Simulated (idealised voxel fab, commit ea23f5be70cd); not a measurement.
process module | voxel quadruple lines
cross-section cut | 265 nm wide | cells 5 nm
A cross-section is a grid of square cells, given in bands from the top down. A band is one or more rows of cells.
Each band's line starts with the height of the band's top and of its bottom, in nm. Then come its materials from left to right, each with its width in nm. One material with "throughout" fills the band from edge to edge. "air" is empty space.
Height 0 is the level under which the wafer as received is all one material. The lowest band goes on downwards, as in "0 down".
A width such as "30 to 40" changes by the same amount from each row of cells to the next, from the band's top row to its bottom row.
"no change" after a step means that no cell of the cross-section changed.
closed voids: empty space of 8 cells or more with no open way to the top, each as width x height at its distance from the left edge, in nm
after a step's settings: what the simulator itself notes on the step
overlay nm, on a step with a mask: how far to the right of its planned place the mask lay; to the left if negative
plan
1 op RECEIVE | material Si
2 op CONFORMAL_DEP | material Al2O3 | thk nm 5
3 op DIRECTIONAL_DEP | material W | thk nm 10
4 op DIRECTIONAL_DEP | material polySi | thk nm 15
5 op DIRECTIONAL_DEP | material aC | thk nm 20
6 op PATTERN | tone cover | mask id MANDREL | material resist | width nm 20 | pitch nm 60 | thk nm 25 | overlay nm 0
7 op DIRECTIONAL_ETCH | etch materials aC | depth nm 20
8 op STRIP | etch materials resist
9 op CONFORMAL_DEP | material SiO2 | thk nm 10
10 op DIRECTIONAL_ETCH | etch materials SiO2 | depth nm 10
11 op STRIP | etch materials aC
12 op DIRECTIONAL_ETCH | etch materials polySi | depth nm 15
13 op STRIP | etch materials SiO2
14 op CONFORMAL_DEP | material SiN | thk nm 5
15 op DIRECTIONAL_ETCH | etch materials SiN | depth nm 5
16 op STRIP | etch materials polySi
17 op DIRECTIONAL_ETCH | etch materials W | depth nm 10
18 op STRIP | etch materials SiN
19 op FILL_DEP | material SiO2 | thk nm 10
20 op CMP | height nm 15
as received, after step 1
  0 down: Si throughout
  closed voids: none
first wafer at the end, as planned
  15 to 5: SiO2 75 | W 5 | SiO2 10 | W 5 | SiO2 10 | W 5 | SiO2 10 | W 5 | SiO2 10 | W 5 | SiO2 10 | W 5 | SiO2 10 | W 5 | SiO2 10 | W 5 | SiO2 80
  5 to 0: Al2O3 throughout
  0 down: Si throughout
  closed voids: none
second wafer at the end: like start, like plan, one mistake
  15 to 5: polySi throughout
  5 to 0: Al2O3 throughout
  0 down: Si throughout
  closed voids: none
what went wrong: steps 3 and 4 were swapped
at the end the second wafer has, in cells: 90 fewer of SiO2 | 16 fewer of W | 106 more of polySi
